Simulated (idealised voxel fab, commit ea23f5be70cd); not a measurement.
process module | voxel self aligned vias
cross-section cut | 185 nm wide | cells 5 nm
A cross-section is a grid of square cells, given in bands from the top down. A band is one or more rows of cells.
Each band's line starts with the height of the band's top and of its bottom, in nm. Then come its materials from left to right, each with its width in nm. One material with "throughout" fills the band from edge to edge. "air" is empty space.
Height 0 is the level under which the wafer as received is all one material. The lowest band goes on downwards, as in "0 down".
A width such as "30 to 40" changes by the same amount from each row of cells to the next, from the band's top row to its bottom row.
"no change" after a step means that no cell of the cross-section changed.
closed voids: empty space of 8 cells or more with no open way to the top, each as width x height at its distance from the left edge, in nm
after a step's settings: what the simulator itself notes on the step
overlay nm, on a step with a mask: how far to the right of its planned place the mask lay; to the left if negative
Each pair below shows a cross-section before one step and the cross-section after it, down to the lowest band that changed. The line under each pair gives the step between them, with its settings. The pairs can come from different runs of this module on the same starting wafer, so a pair continues from the pair above only where its "before" says so.
before
  0 down: Si throughout
  closed voids: none
after
  15 to 0: SiO2 throughout
  below 0: unchanged
  closed voids: none
the step between: op CONFORMAL_DEP | material SiO2 | thk nm 15
before: the cross-section after the pair above
after
  20 to 15: SiCN throughout
  below 15: unchanged
  closed voids: none
the step between: op CONFORMAL_DEP | material SiCN | thk nm 5
before: the cross-section after the pair above
after
  40 to 20: SiO2 throughout
  below 20: unchanged
  closed voids: none
the step between: op DIRECTIONAL_DEP | material SiO2 | thk nm 20
before: the cross-section after the pair above
after
  55 to 40: aC throughout
  below 40: unchanged
  closed voids: none
the step between: op DIRECTIONAL_DEP | material aC | thk nm 15
before: the cross-section after the pair above
after
  90 to 55: resist 45 | air 20 | resist 50 | air 20 | resist 50
  below 55: unchanged
  closed voids: none
the step between: op PATTERN | tone open | mask id LINES | material resist | width nm 20 | pitch nm 70 | thk nm 35 | overlay nm 0
before: the cross-section after the pair above
after
  75 to 55: resist 45 | air 20 | resist 50 | air 20 | resist 50
  55 to 40: aC 45 | air 20 | aC 50 | air 20 | aC 50
  below 40: unchanged
  closed voids: none
the step between: op DIRECTIONAL_ETCH | etch materials aC | depth nm 15
before: the cross-section after the pair above
after
  55 to 40: aC 45 | air 20 | aC 50 | air 20 | aC 50
  below 40: unchanged
  closed voids: none
the step between: op STRIP | etch materials resist
before: the cross-section after the pair above
after
  55 to 40: aC 45 | air 20 | aC 50 | air 20 | aC 50
  40 to 20: SiO2 45 | air 20 | SiO2 50 | air 20 | SiO2 50
  below 20: unchanged
  closed voids: none
the step between: op DIRECTIONAL_ETCH | etch materials SiO2 | depth nm 20
before: the cross-section after the pair above
after
  40 to 20: SiO2 45 | air 20 | SiO2 50 | air 20 | SiO2 50
  below 20: unchanged
  closed voids: none
the step between: op STRIP | etch materials aC
before: the cross-section after the pair above
after
  45 to 40: TiN 50 | air 10 | TiN 60 | air 10 | TiN 55
  40 to 25: SiO2 45 | TiN 5 | air 10 | TiN 5 | SiO2 50 | TiN 5 | air 10 | TiN 5 | SiO2 50
  25 to 20: SiO2 45 | TiN 20 | SiO2 50 | TiN 20 | SiO2 50
  below 20: unchanged
  closed voids: none
the step between: op CONFORMAL_DEP | material TiN | thk nm 5
before: the cross-section after the pair above
after
  50 to 45: W throughout
  45 to 40: TiN 50 | W 10 | TiN 60 | W 10 | TiN 55
  40 to 25: SiO2 45 | TiN 5 | W 10 | TiN 5 | SiO2 50 | TiN 5 | W 10 | TiN 5 | SiO2 50
  below 25: unchanged
  closed voids: none
the step between: op FILL_DEP | material W | thk nm 5
before: the cross-section after the pair above
after
  40 to 25: SiO2 45 | TiN 5 | W 10 | TiN 5 | SiO2 50 | TiN 5 | W 10 | TiN 5 | SiO2 50
  below 25: unchanged
  closed voids: none
the step between: op CMP | height nm 40
before: the cross-section after the pair above
after
  40 to 35: SiO2 45 | air 20 | SiO2 50 | air 20 | SiO2 50
  below 35: unchanged
  closed voids: none
the step between: op SELECTIVE_ETCH | etch materials W Ru TiN | depth nm 5
before: the cross-section after the pair above
after
  45 to 40: SiN throughout
  40 to 35: SiO2 45 | SiN 20 | SiO2 50 | SiN 20 | SiO2 50
  below 35: unchanged
  closed voids: none
the step between: op FILL_DEP | material SiN | thk nm 5
before: the cross-section after the pair above
after
  40 to 35: SiO2 45 | SiN 20 | SiO2 50 | SiN 20 | SiO2 50
  below 35: unchanged
  closed voids: none
the step between: op CMP | height nm 40
before: the cross-section after the pair above
after
  60 to 40: SiO2 throughout
  below 40: unchanged
  closed voids: none
the step between: op DIRECTIONAL_DEP | material SiO2 | thk nm 20
before: the cross-section after the pair above
after
  75 to 60: aC throughout
  below 60: unchanged
  closed voids: none
the step between: op DIRECTIONAL_DEP | material aC | thk nm 15
before: the cross-section after the pair above
after
  105 to 75: resist 35 | air 40 | resist 110
  below 75: unchanged
  closed voids: none
the step between: op PATTERN | tone open | mask id VIAS | material resist | width nm 40 | thk nm 30 | overlay nm 0
before: the cross-section after the pair above
after
  90 to 75: resist 35 | air 40 | resist 110
  75 to 60: aC 35 | air 40 | aC 110
  below 60: unchanged
  closed voids: none
the step between: op DIRECTIONAL_ETCH | etch materials aC | depth nm 15
before: the cross-section after the pair above
after
  75 to 60: aC 35 | air 40 | aC 110
  below 60: unchanged
  closed voids: none
the step between: op STRIP | etch materials resist
before: the cross-section after the pair above
after
  75 to 60: aC 35 | air 40 | aC 110
  60 to 40: SiO2 35 | air 40 | SiO2 110
  below 40: unchanged
  closed voids: none
the step between: op DIRECTIONAL_ETCH | etch materials SiO2 | depth nm 20
before: the cross-section after the pair above
after
  75 to 60: aC 35 | air 40 | aC 110
  60 to 40: SiO2 35 | air 40 | SiO2 110
  40 to 35: SiO2 45 | air 20 | SiO2 50 | SiN 20 | SiO2 50
  below 35: unchanged
  closed voids: none
the step between: op DIRECTIONAL_ETCH | etch materials SiN | depth nm 5
before: the cross-section after the pair above
after
  60 to 40: SiO2 35 | air 40 | SiO2 110
  below 40: unchanged
  closed voids: none
the step between: op STRIP | etch materials aC
before: the cross-section after the pair above
after
  65 to 60: TiN 40 | air 30 | TiN 115
  60 to 45: SiO2 35 | TiN 5 | air 30 | TiN 5 | SiO2 110
  45 to 40: SiO2 35 | TiN 15 | air 10 | TiN 15 | SiO2 110
  40 to 35: SiO2 45 | TiN 20 | SiO2 50 | SiN 20 | SiO2 50
  below 35: unchanged
  closed voids: none
the step between: op CONFORMAL_DEP | material TiN | thk nm 5
before: the cross-section after the pair above
after
  70 to 65: Cu throughout
  65 to 60: TiN 40 | Cu 30 | TiN 115
  60 to 45: SiO2 35 | TiN 5 | Cu 30 | TiN 5 | SiO2 110
  45 to 40: SiO2 35 | TiN 15 | Cu 10 | TiN 15 | SiO2 110
  below 40: unchanged
  closed voids: none
the step between: op FILL_DEP | material Cu | thk nm 5
before: the cross-section after the pair above
after
  60 to 45: SiO2 35 | TiN 5 | Cu 30 | TiN 5 | SiO2 110
  below 45: unchanged
  closed voids: none
the step between: op CMP | height nm 60
before: the cross-section after the pair above
after
  65 to 60: SiCN throughout
  below 60: unchanged
  closed voids: none
the step between: op CONFORMAL_DEP | material SiCN | thk nm 5
before
  15 to 0: SiO2 throughout
  0 down: Si throughout
  closed voids: none
after
  35 to 0: SiO2 throughout
  below 0: unchanged
  closed voids: none
the step between: op DIRECTIONAL_DEP | material SiO2 | thk nm 20
before: the cross-section after the pair above
after
  50 to 35: aC throughout
  below 35: unchanged
  closed voids: none
the step between: op DIRECTIONAL_DEP | material aC | thk nm 15
before: the cross-section after the pair above
after
  85 to 50: resist 45 | air 20 | resist 50 | air 20 | resist 50
  below 50: unchanged
  closed voids: none
the step between: op PATTERN | tone open | mask id LINES | material resist | width nm 20 | pitch nm 70 | thk nm 35 | overlay nm 0
before: the cross-section after the pair above
after
  70 to 50: resist 45 | air 20 | resist 50 | air 20 | resist 50
  50 to 35: aC 45 | air 20 | aC 50 | air 20 | aC 50
  below 35: unchanged
  closed voids: none
the step between: op DIRECTIONAL_ETCH | etch materials aC | depth nm 15
before: the cross-section after the pair above
after
  50 to 35: aC 45 | air 20 | aC 50 | air 20 | aC 50
  below 35: unchanged
  closed voids: none
the step between: op STRIP | etch materials resist
before: the cross-section after the pair above
after
  50 to 35: aC 45 | air 20 | aC 50 | air 20 | aC 50
  35 to 15: SiO2 45 | air 20 | SiO2 50 | air 20 | SiO2 50
  below 15: unchanged
  closed voids: none
the step between: op DIRECTIONAL_ETCH | etch materials SiO2 | depth nm 20
before: the cross-section after the pair above
after
  35 to 15: SiO2 45 | air 20 | SiO2 50 | air 20 | SiO2 50
  below 15: unchanged
  closed voids: none
the step between: op STRIP | etch materials aC
before: the cross-section after the pair above
after
  40 to 35: TiN 50 | air 10 | TiN 60 | air 10 | TiN 55
  35 to 20: SiO2 45 | TiN 5 | air 10 | TiN 5 | SiO2 50 | TiN 5 | air 10 | TiN 5 | SiO2 50
  20 to 15: SiO2 45 | TiN 20 | SiO2 50 | TiN 20 | SiO2 50
  below 15: unchanged
  closed voids: none
the step between: op CONFORMAL_DEP | material TiN | thk nm 5
before: the cross-section after the pair above
after
  45 to 40: W throughout
  40 to 35: TiN 50 | W 10 | TiN 60 | W 10 | TiN 55
  35 to 20: SiO2 45 | TiN 5 | W 10 | TiN 5 | SiO2 50 | TiN 5 | W 10 | TiN 5 | SiO2 50
  below 20: unchanged
  closed voids: none
the step between: op FILL_DEP | material W | thk nm 5
before: the cross-section after the pair above
after
  40 to 35: TiN 50 | W 10 | TiN 60 | W 10 | TiN 55
  below 35: unchanged
  closed voids: none
the step between: op CMP | height nm 40
before: the cross-section after the pair above
after
  35 to 20: SiO2 45 | TiN 5 | W 10 | TiN 5 | SiO2 50 | TiN 5 | W 10 | TiN 5 | SiO2 50
  below 20: unchanged
  closed voids: none
the step between: op SELECTIVE_ETCH | etch materials W Ru TiN | depth nm 5
before: the cross-section after the pair above
after
  40 to 35: SiN throughout
  below 35: unchanged
  closed voids: none
the step between: op FILL_DEP | material SiN | thk nm 5
before: the cross-section after the pair above
after
  60 to 40: SiO2 throughout
  below 40: unchanged
  closed voids: none
the step between: op DIRECTIONAL_DEP | material SiO2 | thk nm 20
before: the cross-section after the pair above
after
  75 to 60: aC throughout
  below 60: unchanged
  closed voids: none
the step between: op DIRECTIONAL_DEP | material aC | thk nm 15
before: the cross-section after the pair above
after
  105 to 75: resist 35 | air 40 | resist 110
  below 75: unchanged
  closed voids: none
the step between: op PATTERN | tone open | mask id VIAS | material resist | width nm 40 | thk nm 30 | overlay nm 0
before: the cross-section after the pair above
after
  90 to 75: resist 35 | air 40 | resist 110
  75 to 60: aC 35 | air 40 | aC 110
  below 60: unchanged
  closed voids: none
the step between: op DIRECTIONAL_ETCH | etch materials aC | depth nm 15
before: the cross-section after the pair above
after
  75 to 60: aC 35 | air 40 | aC 110
  below 60: unchanged
  closed voids: none
the step between: op STRIP | etch materials resist
before: the cross-section after the pair above
after
  75 to 60: aC 35 | air 40 | aC 110
  60 to 40: SiO2 35 | air 40 | SiO2 110
  below 40: unchanged
  closed voids: none
the step between: op DIRECTIONAL_ETCH | etch materials SiO2 | depth nm 20
before: the cross-section after the pair above
after
  75 to 60: aC 35 | air 40 | aC 110
  60 to 40: SiO2 35 | air 40 | SiO2 110
  40 to 35: SiN 35 | air 40 | SiN 110
  below 35: unchanged
  closed voids: none
the step between: op DIRECTIONAL_ETCH | etch materials SiN | depth nm 5
before: the cross-section after the pair above
after
  60 to 40: SiO2 35 | air 40 | SiO2 110
  below 40: unchanged
  closed voids: none
the step between: op STRIP | etch materials aC
before: the cross-section after the pair above
after
  65 to 60: TiN 40 | air 30 | TiN 115
  60 to 40: SiO2 35 | TiN 5 | air 30 | TiN 5 | SiO2 110
  40 to 35: SiN 35 | TiN 40 | SiN 110
  below 35: unchanged
  closed voids: none
the step between: op CONFORMAL_DEP | material TiN | thk nm 5
before: the cross-section after the pair above
after
  70 to 65: Cu throughout
  65 to 60: TiN 40 | Cu 30 | TiN 115
  60 to 40: SiO2 35 | TiN 5 | Cu 30 | TiN 5 | SiO2 110
  below 40: unchanged
  closed voids: none
the step between: op FILL_DEP | material Cu | thk nm 5
before: the cross-section after the pair above
after
  60 to 40: SiO2 35 | TiN 5 | Cu 30 | TiN 5 | SiO2 110
  below 40: unchanged
  closed voids: none
the step between: op CMP | height nm 60
before: the cross-section after the pair above
after
  65 to 60: SiCN throughout
  below 60: unchanged
  closed voids: none
the step between: op CONFORMAL_DEP | material SiCN | thk nm 5
before
  15 to 0: SiO2 throughout
  0 down: Si throughout
  closed voids: none
after
  30 to 0: SiO2 throughout
  below 0: unchanged
  closed voids: none
the step between: op CONFORMAL_DEP | material SiO2 | thk nm 15
before: the cross-section after the pair above
after
  35 to 30: SiCN throughout
  below 30: unchanged
  closed voids: none
the step between: op CONFORMAL_DEP | material SiCN | thk nm 5
before: the cross-section after the pair above
after
  55 to 35: SiO2 throughout
  below 35: unchanged
  closed voids: none
the step between: op DIRECTIONAL_DEP | material SiO2 | thk nm 20
before: the cross-section after the pair above
after
  70 to 55: aC throughout
  below 55: unchanged
  closed voids: none
the step between: op DIRECTIONAL_DEP | material aC | thk nm 15
before: the cross-section after the pair above
after
  105 to 70: resist 45 | air 20 | resist 50 | air 20 | resist 50
  below 70: unchanged
  closed voids: none
the step between: op PATTERN | tone open | mask id LINES | material resist | width nm 20 | pitch nm 70 | thk nm 35 | overlay nm 0
before: the cross-section after the pair above
after
  90 to 70: resist 45 | air 20 | resist 50 | air 20 | resist 50
  70 to 55: aC 45 | air 20 | aC 50 | air 20 | aC 50
  below 55: unchanged
  closed voids: none
the step between: op DIRECTIONAL_ETCH | etch materials aC | depth nm 15
before: the cross-section after the pair above
after
  70 to 55: aC 45 | air 20 | aC 50 | air 20 | aC 50
  below 55: unchanged
  closed voids: none
the step between: op STRIP | etch materials resist
before: the cross-section after the pair above
after
  70 to 55: aC 45 | air 20 | aC 50 | air 20 | aC 50
  55 to 35: SiO2 45 | air 20 | SiO2 50 | air 20 | SiO2 50
  below 35: unchanged
  closed voids: none
the step between: op DIRECTIONAL_ETCH | etch materials SiO2 | depth nm 20
before: the cross-section after the pair above
after
  55 to 35: SiO2 45 | air 20 | SiO2 50 | air 20 | SiO2 50
  below 35: unchanged
  closed voids: none
the step between: op STRIP | etch materials aC
before: the cross-section after the pair above
after
  60 to 55: TiN 50 | air 10 | TiN 60 | air 10 | TiN 55
  55 to 40: SiO2 45 | TiN 5 | air 10 | TiN 5 | SiO2 50 | TiN 5 | air 10 | TiN 5 | SiO2 50
  40 to 35: SiO2 45 | TiN 20 | SiO2 50 | TiN 20 | SiO2 50
  below 35: unchanged
  closed voids: none
the step between: op CONFORMAL_DEP | material TiN | thk nm 5
before: the cross-section after the pair above
after
  65 to 60: W throughout
  60 to 55: TiN 50 | W 10 | TiN 60 | W 10 | TiN 55
  55 to 40: SiO2 45 | TiN 5 | W 10 | TiN 5 | SiO2 50 | TiN 5 | W 10 | TiN 5 | SiO2 50
  below 40: unchanged
  closed voids: none
the step between: op FILL_DEP | material W | thk nm 5
before: the cross-section after the pair above
after
  40 to 35: SiO2 45 | TiN 20 | SiO2 50 | TiN 20 | SiO2 50
  below 35: unchanged
  closed voids: none
the step between: op CMP | height nm 40
before: the cross-section after the pair above
after
  40 to 35: SiO2 45 | air 20 | SiO2 50 | air 20 | SiO2 50
  below 35: unchanged
  closed voids: none
the step between: op SELECTIVE_ETCH | etch materials W Ru TiN | depth nm 5
before: the cross-section after the pair above
after
  45 to 40: SiN throughout
  40 to 35: SiO2 45 | SiN 20 | SiO2 50 | SiN 20 | SiO2 50
  below 35: unchanged
  closed voids: none
the step between: op FILL_DEP | material SiN | thk nm 5
before: the cross-section after the pair above
after
  40 to 35: SiO2 45 | SiN 20 | SiO2 50 | SiN 20 | SiO2 50
  below 35: unchanged
  closed voids: none
the step between: op CMP | height nm 40
before: the cross-section after the pair above
after
  60 to 40: SiO2 throughout
  below 40: unchanged
  closed voids: none
the step between: op DIRECTIONAL_DEP | material SiO2 | thk nm 20
before: the cross-section after the pair above
after
  75 to 60: aC throughout
  below 60: unchanged
  closed voids: none
the step between: op DIRECTIONAL_DEP | material aC | thk nm 15
before: the cross-section after the pair above
after
  105 to 75: resist 35 | air 40 | resist 110
  below 75: unchanged
  closed voids: none
the step between: op PATTERN | tone open | mask id VIAS | material resist | width nm 40 | thk nm 30 | overlay nm 0
before: the cross-section after the pair above
after
  90 to 75: resist 35 | air 40 | resist 110
  75 to 60: aC 35 | air 40 | aC 110
  below 60: unchanged
  closed voids: none
the step between: op DIRECTIONAL_ETCH | etch materials aC | depth nm 15
before: the cross-section after the pair above
after
  75 to 60: aC 35 | air 40 | aC 110
  below 60: unchanged
  closed voids: none
the step between: op STRIP | etch materials resist
before: the cross-section after the pair above
after
  75 to 60: aC 35 | air 40 | aC 110
  60 to 40: SiO2 35 | air 40 | SiO2 110
  below 40: unchanged
  closed voids: none
the step between: op DIRECTIONAL_ETCH | etch materials SiO2 | depth nm 20
before: the cross-section after the pair above
after
  75 to 60: aC 35 | air 40 | aC 110
  60 to 40: SiO2 35 | air 40 | SiO2 110
  40 to 35: SiO2 45 | air 20 | SiO2 50 | SiN 20 | SiO2 50
  below 35: unchanged
  closed voids: none
the step between: op DIRECTIONAL_ETCH | etch materials SiN | depth nm 5
before: the cross-section after the pair above
after
  60 to 40: SiO2 35 | air 40 | SiO2 110
  below 40: unchanged
  closed voids: none
the step between: op STRIP | etch materials aC
before: the cross-section after the pair above
after
  65 to 60: TiN 40 | air 30 | TiN 115
  60 to 45: SiO2 35 | TiN 5 | air 30 | TiN 5 | SiO2 110
  45 to 40: SiO2 35 | TiN 15 | air 10 | TiN 15 | SiO2 110
  40 to 35: SiO2 45 | TiN 20 | SiO2 50 | SiN 20 | SiO2 50
  below 35: unchanged
  closed voids: none
the step between: op CONFORMAL_DEP | material TiN | thk nm 5
before: the cross-section after the pair above
after
  70 to 65: Cu throughout
  65 to 60: TiN 40 | Cu 30 | TiN 115
  60 to 45: SiO2 35 | TiN 5 | Cu 30 | TiN 5 | SiO2 110
  45 to 40: SiO2 35 | TiN 15 | Cu 10 | TiN 15 | SiO2 110
  below 40: unchanged
  closed voids: none
the step between: op FILL_DEP | material Cu | thk nm 5
before: the cross-section after the pair above
after
  60 to 45: SiO2 35 | TiN 5 | Cu 30 | TiN 5 | SiO2 110
  below 45: unchanged
  closed voids: none
the step between: op CMP | height nm 60
before: the cross-section after the pair above
after
  65 to 60: SiCN throughout
  below 60: unchanged
  closed voids: none
the step between: op CONFORMAL_DEP | material SiCN | thk nm 5
before
  35 to 0: SiO2 throughout
  0 down: Si throughout
  closed voids: none
after
  40 to 35: SiCN throughout
  below 35: unchanged
  closed voids: none
the step between: op CONFORMAL_DEP | material SiCN | thk nm 5
before: the cross-section after the pair above
after
  55 to 40: aC throughout
  below 40: unchanged
  closed voids: none
the step between: op DIRECTIONAL_DEP | material aC | thk nm 15
before: the cross-section after the pair above
after
  90 to 55: resist 45 | air 20 | resist 50 | air 20 | resist 50
  below 55: unchanged
  closed voids: none
the step between: op PATTERN | tone open | mask id LINES | material resist | width nm 20 | pitch nm 70 | thk nm 35 | overlay nm 0
before: the cross-section after the pair above
after
  75 to 55: resist 45 | air 20 | resist 50 | air 20 | resist 50
  55 to 40: aC 45 | air 20 | aC 50 | air 20 | aC 50
  below 40: unchanged
  closed voids: none
the step between: op DIRECTIONAL_ETCH | etch materials aC | depth nm 15
before: the cross-section after the pair above
after
  55 to 40: aC 45 | air 20 | aC 50 | air 20 | aC 50
  below 40: unchanged
  closed voids: none
the step between: op STRIP | etch materials resist
before: the cross-section after the pair above
after
  40 to 35: SiCN throughout
  below 35: unchanged
  closed voids: none
the step between: op STRIP | etch materials aC
before: the cross-section after the pair above
after
  45 to 40: TiN throughout
  below 40: unchanged
  closed voids: none
the step between: op CONFORMAL_DEP | material TiN | thk nm 5
before: the cross-section after the pair above
after
  50 to 45: W throughout
  below 45: unchanged
  closed voids: none
the step between: op FILL_DEP | material W | thk nm 5
before: the cross-section after the pair above
after
  40 to 35: SiCN throughout
  below 35: unchanged
  closed voids: none
the step between: op CMP | height nm 40
before: the cross-section after the pair above
after
  45 to 40: SiN throughout
  below 40: unchanged
  closed voids: none
the step between: op FILL_DEP | material SiN | thk nm 5
before: the cross-section after the pair above
after
  40 to 35: SiCN throughout
  below 35: unchanged
  closed voids: none
the step between: op CMP | height nm 40
before: the cross-section after the pair above
after
  60 to 40: SiO2 throughout
  below 40: unchanged
  closed voids: none
the step between: op DIRECTIONAL_DEP | material SiO2 | thk nm 20
before: the cross-section after the pair above
after
  75 to 60: aC throughout
  below 60: unchanged
  closed voids: none
the step between: op DIRECTIONAL_DEP | material aC | thk nm 15
before: the cross-section after the pair above
after
  105 to 75: resist 35 | air 40 | resist 110
  below 75: unchanged
  closed voids: none
the step between: op PATTERN | tone open | mask id VIAS | material resist | width nm 40 | thk nm 30 | overlay nm 0
before: the cross-section after the pair above
after
  90 to 75: resist 35 | air 40 | resist 110
  75 to 60: aC 35 | air 40 | aC 110
  below 60: unchanged
  closed voids: none
the step between: op DIRECTIONAL_ETCH | etch materials aC | depth nm 15
before: the cross-section after the pair above
after
  75 to 60: aC 35 | air 40 | aC 110
  below 60: unchanged
  closed voids: none
the step between: op STRIP | etch materials resist
before: the cross-section after the pair above
after
  75 to 60: aC 35 | air 40 | aC 110
  60 to 40: SiO2 35 | air 40 | SiO2 110
  below 40: unchanged
  closed voids: none
the step between: op DIRECTIONAL_ETCH | etch materials SiO2 | depth nm 20
before: the cross-section after the pair above
after
  60 to 40: SiO2 35 | air 40 | SiO2 110
  below 40: unchanged
  closed voids: none
the step between: op STRIP | etch materials aC
before: the cross-section after the pair above
after
  65 to 60: TiN 40 | air 30 | TiN 115
  60 to 45: SiO2 35 | TiN 5 | air 30 | TiN 5 | SiO2 110
  45 to 40: SiO2 35 | TiN 40 | SiO2 110
  below 40: unchanged
  closed voids: none
the step between: op CONFORMAL_DEP | material TiN | thk nm 5
before: the cross-section after the pair above
after
  70 to 65: Cu throughout
  65 to 60: TiN 40 | Cu 30 | TiN 115
  60 to 45: SiO2 35 | TiN 5 | Cu 30 | TiN 5 | SiO2 110
  below 45: unchanged
  closed voids: none
the step between: op FILL_DEP | material Cu | thk nm 5
before: the cross-section after the pair above
after
  60 to 45: SiO2 35 | TiN 5 | Cu 30 | TiN 5 | SiO2 110
  below 45: unchanged
  closed voids: none
the step between: op CMP | height nm 60
before: the cross-section after the pair above
after
  65 to 60: SiCN throughout
  below 60: unchanged
  closed voids: none
the step between: op CONFORMAL_DEP | material SiCN | thk nm 5
before
  75 to 60: aC 35 | air 40 | aC 110
  60 to 40: SiO2 throughout
  40 to 35: SiO2 45 | SiN 20 | SiO2 50 | SiN 20 | SiO2 50
  35 to 25: SiO2 45 | TiN 5 | W 10 | TiN 5 | SiO2 50 | TiN 5 | W 10 | TiN 5 | SiO2 50
  25 to 20: SiO2 45 | TiN 20 | SiO2 50 | TiN 20 | SiO2 50
  20 to 15: SiCN throughout
  15 to 0: SiO2 throughout
  0 down: Si throughout
  closed voids: none
after
  75 to 60: aC 35 | air 40 | aC 110
  60 to 40: SiO2 35 | air 40 | SiO2 110
  40 to 35: SiO2 35 | air 10 | SiN 20 | air 10 | SiO2 40 | SiN 20 | SiO2 50
  35 to 30: SiO2 35 | air 10 | TiN 5 | W 10 | TiN 5 | air 10 | SiO2 40 | TiN 5 | W 10 | TiN 5 | SiO2 50
  below 30: unchanged
  closed voids: none
the step between: op DIRECTIONAL_ETCH | etch materials SiO2 | depth nm 30
before: the cross-section after the pair above
after
  75 to 60: aC 35 | air 40 | aC 110
  60 to 40: SiO2 35 | air 40 | SiO2 110
  40 to 35: SiO2 35 | air 40 | SiO2 40 | SiN 20 | SiO2 50
  below 35: unchanged
  closed voids: none
the step between: op DIRECTIONAL_ETCH | etch materials SiN | depth nm 5
before: the cross-section after the pair above
after
  60 to 40: SiO2 35 | air 40 | SiO2 110
  below 40: unchanged
  closed voids: none
the step between: op STRIP | etch materials aC
before: the cross-section after the pair above
after
  65 to 60: TiN 40 | air 30 | TiN 115
  60 to 40: SiO2 35 | TiN 5 | air 30 | TiN 5 | SiO2 110
  40 to 35: SiO2 35 | TiN 40 | SiO2 40 | SiN 20 | SiO2 50
  35 to 25: SiO2 35 to 45 | TiN 15 to 5 | W 10 | TiN 15 to 5 | SiO2 40 to 50 | TiN 5 | W 10 | TiN 5 | SiO2 50
  below 25: unchanged
  closed voids: none
the step between: op CONFORMAL_DEP | material TiN | thk nm 5
before: the cross-section after the pair above
after
  70 to 65: Cu throughout
  65 to 60: TiN 40 | Cu 30 | TiN 115
  60 to 40: SiO2 35 | TiN 5 | Cu 30 | TiN 5 | SiO2 110
  below 40: unchanged
  closed voids: none
the step between: op FILL_DEP | material Cu | thk nm 5
before: the cross-section after the pair above
after
  60 to 40: SiO2 35 | TiN 5 | Cu 30 | TiN 5 | SiO2 110
  below 40: unchanged
  closed voids: none
the step between: op CMP | height nm 60
before: the cross-section after the pair above
after
  65 to 60: SiCN throughout
  below 60: unchanged
  closed voids: none
the step between: op CONFORMAL_DEP | material SiCN | thk nm 5
before
  55 to 40: aC throughout
  40 to 20: SiO2 throughout
  20 to 15: SiCN throughout
  15 to 0: SiO2 throughout
  0 down: Si throughout
  closed voids: none
after
  90 to 55: resist 50 | air 15 | resist 55 | air 15 | resist 50
  below 55: unchanged
  closed voids: none
the step between: op PATTERN | tone open | mask id LINES | material resist | width nm 15 | pitch nm 70 | thk nm 35 | overlay nm 0
before: the cross-section after the pair above
after
  75 to 55: resist 50 | air 15 | resist 55 | air 15 | resist 50
  55 to 40: aC 50 | air 15 | aC 55 | air 15 | aC 50
  below 40: unchanged
  closed voids: none
the step between: op DIRECTIONAL_ETCH | etch materials aC | depth nm 15
before: the cross-section after the pair above
after
  55 to 40: aC 50 | air 15 | aC 55 | air 15 | aC 50
  below 40: unchanged
  closed voids: none
the step between: op STRIP | etch materials resist
before: the cross-section after the pair above
after
  55 to 40: aC 50 | air 15 | aC 55 | air 15 | aC 50
  40 to 20: SiO2 50 | air 15 | SiO2 55 | air 15 | SiO2 50
  below 20: unchanged
  closed voids: none
the step between: op DIRECTIONAL_ETCH | etch materials SiO2 | depth nm 20
before: the cross-section after the pair above
after
  40 to 20: SiO2 50 | air 15 | SiO2 55 | air 15 | SiO2 50
  below 20: unchanged
  closed voids: none
the step between: op STRIP | etch materials aC
before: the cross-section after the pair above
after
  45 to 40: TiN 55 | air 5 | TiN 65 | air 5 | TiN 55
  40 to 25: SiO2 50 | TiN 5 | air 5 | TiN 5 | SiO2 55 | TiN 5 | air 5 | TiN 5 | SiO2 50
  25 to 20: SiO2 50 | TiN 15 | SiO2 55 | TiN 15 | SiO2 50
  below 20: unchanged
  closed voids: none
the step between: op CONFORMAL_DEP | material TiN | thk nm 5
before: the cross-section after the pair above
after
  50 to 45: W throughout
  45 to 40: TiN 55 | W 5 | TiN 65 | W 5 | TiN 55
  40 to 25: SiO2 50 | TiN 5 | W 5 | TiN 5 | SiO2 55 | TiN 5 | W 5 | TiN 5 | SiO2 50
  below 25: unchanged
  closed voids: none
the step between: op FILL_DEP | material W | thk nm 5
before: the cross-section after the pair above
after
  40 to 25: SiO2 50 | TiN 5 | W 5 | TiN 5 | SiO2 55 | TiN 5 | W 5 | TiN 5 | SiO2 50
  below 25: unchanged
  closed voids: none
the step between: op CMP | height nm 40
before: the cross-section after the pair above
after
  40 to 35: SiO2 50 | air 15 | SiO2 55 | air 15 | SiO2 50
  below 35: unchanged
  closed voids: none
the step between: op SELECTIVE_ETCH | etch materials W Ru TiN | depth nm 5
before: the cross-section after the pair above
after
  45 to 40: SiN throughout
  40 to 35: SiO2 50 | SiN 15 | SiO2 55 | SiN 15 | SiO2 50
  below 35: unchanged
  closed voids: none
the step between: op FILL_DEP | material SiN | thk nm 5
before: the cross-section after the pair above
after
  40 to 35: SiO2 50 | SiN 15 | SiO2 55 | SiN 15 | SiO2 50
  below 35: unchanged
  closed voids: none
the step between: op CMP | height nm 40
before: the cross-section after the pair above
after
  60 to 40: SiO2 throughout
  below 40: unchanged
  closed voids: none
the step between: op DIRECTIONAL_DEP | material SiO2 | thk nm 20
before: the cross-section after the pair above
after
  75 to 60: aC throughout
  below 60: unchanged
  closed voids: none
the step between: op DIRECTIONAL_DEP | material aC | thk nm 15
before: the cross-section after the pair above
after
  105 to 75: resist 35 | air 40 | resist 110
  below 75: unchanged
  closed voids: none
the step between: op PATTERN | tone open | mask id VIAS | material resist | width nm 40 | thk nm 30 | overlay nm 0
before: the cross-section after the pair above
after
  90 to 75: resist 35 | air 40 | resist 110
  75 to 60: aC 35 | air 40 | aC 110
  below 60: unchanged
  closed voids: none
the step between: op DIRECTIONAL_ETCH | etch materials aC | depth nm 15
before: the cross-section after the pair above
after
  75 to 60: aC 35 | air 40 | aC 110
  below 60: unchanged
  closed voids: none
the step between: op STRIP | etch materials resist
before: the cross-section after the pair above
after
  75 to 60: aC 35 | air 40 | aC 110
  60 to 40: SiO2 35 | air 40 | SiO2 110
  below 40: unchanged
  closed voids: none
the step between: op DIRECTIONAL_ETCH | etch materials SiO2 | depth nm 20
before: the cross-section after the pair above
after
  75 to 60: aC 35 | air 40 | aC 110
  60 to 40: SiO2 35 | air 40 | SiO2 110
  40 to 35: SiO2 50 | air 15 | SiO2 55 | SiN 15 | SiO2 50
  below 35: unchanged
  closed voids: none
the step between: op DIRECTIONAL_ETCH | etch materials SiN | depth nm 5
before: the cross-section after the pair above
after
  60 to 40: SiO2 35 | air 40 | SiO2 110
  below 40: unchanged
  closed voids: none
the step between: op STRIP | etch materials aC
before: the cross-section after the pair above
after
  65 to 60: TiN 40 | air 30 | TiN 115
  60 to 45: SiO2 35 | TiN 5 | air 30 | TiN 5 | SiO2 110
  45 to 40: SiO2 35 | TiN 20 | air 5 | TiN 15 | SiO2 110
  40 to 35: SiO2 50 | TiN 15 | SiO2 55 | SiN 15 | SiO2 50
  below 35: unchanged
  closed voids: none
the step between: op CONFORMAL_DEP | material TiN | thk nm 5
